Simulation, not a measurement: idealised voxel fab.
The name of this process module is voxel transistor to metal.
Pictured: cross-section cut, 180 nm wide, on a grid of 5 nm square cells.
Just so we're on the same page, the cross-sections are grids of square cells, and they're listed out in bands top to bottom, each band one or more rows deep.
This entry defines a band. It first specifies the height of the band's top and the height of its bottom in nm, and then specifies the band's materials from left to right, stating each material with its width in nm. The word "edge to edge" identifies a single material that fills the band from edge to edge, while the word "empty" identifies empty space.
Where do heights start? At 0: under that level the wafer as delivered is made of one material only. And the lowest band has no floor; it just carries on downward, as in "0 nm and below".
Width "30->40": first value at the band's top row of cells, second value at its bottom row, equal change from row to row.
Reading "nothing different" for a step: not a cell of the cross-section changed in it.
Reported under the label "Sealed internal voids" are the empty spaces having no open way to the top and comprising 8 cells or more; the notation for each is width x height at distance, in which the distance is measured from the left edge and all three values are in nm.
Post-settings text on a step line: simulator's own remark regarding the step.
"overlay nm" on a masked step: distance the mask lay right of its planned place, negative for left.
# Process steps - plan
step 1: RECEIVE, material Si
step 2: CONFORMAL_DEP, material SiO2, thk nm 5
step 3: CONFORMAL_DEP, material SiN, thk nm 15
step 4: MASKED_ETCH, tone cover, mask id ACTIVE, width nm 100, etch materials SiN, depth nm 15, overlay nm 0
step 5: MASKED_ETCH, tone cover, mask id ACTIVE, width nm 100, etch materials SiO2, depth nm 5, overlay nm 0
step 6: MASKED_ETCH, tone cover, mask id ACTIVE, width nm 100, etch materials Si, depth nm 20, overlay nm 0
step 7: OXIDIZE, depth nm 5
step 8: FILL_DEP, material SiO2, thk nm 10
step 9: CMP, height nm 20
step 10: SELECTIVE_ETCH, etch materials SiO2, depth nm 10
step 11: STRIP, etch materials SiN
step 12: SELECTIVE_ETCH, etch materials SiO2, depth nm 5
step 13: OXIDIZE, depth nm 5
step 14: DIRECTIONAL_DEP, material polySi, thk nm 25
step 15: DIRECTIONAL_DEP, material SiCN, thk nm 10
step 16: DIRECTIONAL_DEP, material aC, thk nm 10
step 17: PATTERN, tone cover, mask id GATE, material resist, width nm 20, thk nm 30, overlay nm 0
step 18: DIRECTIONAL_ETCH, etch materials aC, depth nm 10
step 19: STRIP, etch materials resist
step 20: DIRECTIONAL_ETCH, etch materials SiCN, depth nm 20
step 21: DIRECTIONAL_ETCH, etch materials polySi, depth nm 35
step 22: STRIP, etch materials aC
step 23: CONFORMAL_DEP, material SiN, thk nm 10
step 24: DIRECTIONAL_ETCH, etch materials SiN, depth nm 10
step 25: DIRECTIONAL_ETCH, etch materials SiO2, depth nm 5
step 26: DIRECTIONAL_ETCH, etch materials Si, depth nm 10
step 27: EPI, material nSi, thk nm 10
step 28: FILL_DEP, material SiO2, thk nm 5
step 29: CMP, height nm 35
step 30: DIRECTIONAL_DEP, material SiO2, thk nm 15
step 31: MASKED_ETCH, tone open, mask id CONTACT, width nm 20, pitch nm 70, etch materials SiO2, depth nm 55, overlay nm 0
step 32: CONFORMAL_DEP, material TiN, thk nm 5
step 33: FILL_DEP, material W, thk nm 5
step 34: CMP, height nm 50
step 35: DIRECTIONAL_DEP, material TiN, thk nm 5
step 36: DIRECTIONAL_DEP, material Ru, thk nm 20
step 37: MASKED_ETCH, tone cover, mask id METAL_1, width nm 20, pitch nm 70, etch materials Ru, depth nm 20, overlay nm 0
step 38: MASKED_ETCH, tone cover, mask id METAL_1, width nm 20, pitch nm 70, etch materials TiN, depth nm 5, overlay nm 0
step 39: FILL_DEP, material lowk, thk nm 10
step 40: CMP, height nm 75
step 41: CONFORMAL_DEP, material SiCN, thk nm 5
step 42: DIRECTIONAL_DEP, material lowk, thk nm 30
step 43: DIRECTIONAL_DEP, material aC, thk nm 10
step 44: PATTERN, tone open, mask id METAL_2_HOLES, material resist, width nm 15, pitch nm 70, thk nm 30, overlay nm 0
step 45: DIRECTIONAL_ETCH, etch materials aC, depth nm 10
step 46: STRIP, etch materials resist
step 47: DIRECTIONAL_ETCH, etch materials lowk, depth nm 30
step 48: STRIP, etch materials aC
step 49: PATTERN, tone open, mask id METAL_2, material resist, width nm 20, pitch nm 70, thk nm 20, overlay nm 0
step 50: DIRECTIONAL_ETCH, etch materials lowk, depth nm 15
step 51: DIRECTIONAL_ETCH, etch materials SiCN, depth nm 5
step 52: STRIP, etch materials resist
step 53: CONFORMAL_DEP, material TiN, thk nm 5
step 54: FILL_DEP, material Ru, thk nm 5
step 55: CMP, height nm 110
step 56: CONFORMAL_DEP, material SiN, thk nm 5
# Incoming wafer, cross-sectional view, post step 1
* 0 nm and below = Si edge to edge
* Sealed internal voids: none
# Final wafer profile in cross-section after the module, from the same start and plan as above, with one mistake made during processing
* 115 nm to 110 nm = SiN edge to edge
* 110 nm to 100 nm = 45 lowk; 5 TiN; 10 Ru; 5 TiN; 50 lowk; 5 TiN; 10 Ru; 5 TiN; 45 lowk
* 100 nm to 95 nm = 45 lowk; 5 TiN; 5 Ru; 10 TiN; 50 lowk; 5 TiN; 5 Ru; 10 TiN; 45 lowk
* 95 nm to 80 nm = 45 lowk; 5 TiN; 5 Ru; 5 TiN; 55 lowk; 5 TiN; 5 Ru; 5 TiN; 50 lowk
* 80 nm to 75 nm = 45 SiCN; 15 TiN; 55 SiCN; 15 TiN; 50 SiCN
* 75 nm to 55 nm = 45 Ru; 20 lowk; 50 Ru; 20 lowk; 45 Ru
* 55 nm to 50 nm = TiN edge to edge
* 50 nm to 35 nm = 45 SiO2; 5 TiN; 10 W; 5 TiN; 50 SiO2; 5 TiN; 10 W; 5 TiN; 45 SiO2
* 35 nm to 25 nm = 45 SiO2; 5 TiN; 10 W; 5 TiN; 5 SiO2; 10 SiN; 20 SiCN; 10 SiN; 5 SiO2; 5 TiN; 10 W; 5 TiN; 45 SiO2
* 25 nm to 10 nm = 45 SiO2; 5 TiN; 10 W; 5 TiN; 5 SiO2; 10 SiN; 20 polySi; 10 SiN; 5 SiO2; 5 TiN; 10 W; 5 TiN; 45 SiO2
* 10 nm to 5 nm = 45 SiO2; 5 TiN; 5 W; 10 TiN; 5 SiO2; 10 SiN; 20 polySi; 10 SiN; 5 SiO2; 10 TiN; 5 W; 5 TiN; 45 SiO2
* 5 nm to 0 nm = 35 SiO2; 10 SiN; 5 TiN; 5 W; 5 TiN; 10 nSi; 10 SiN; 20 polySi; 10 SiN; 10 nSi; 5 TiN; 5 W; 5 TiN; 10 SiN; 35 SiO2
* 0 nm to -5 nm = 45 SiO2; 15 TiN; 10 nSi; 40 SiO2; 10 nSi; 15 TiN; 45 SiO2
* -5 nm to -15 nm = 45 SiO2; 25 nSi; 40 Si; 25 nSi; 45 SiO2
* -15 nm to -25 nm = 45 SiO2; 90 Si; 45 SiO2
* -25 nm and below = Si edge to edge
* Sealed internal voids: none
Against the plan, the run slipped here: rather than as planned, step 37 actually ran as MASKED_ETCH, tone open, mask id METAL_1, width nm 20, pitch nm 70, etch materials Ru, depth nm 20, overlay nm 0
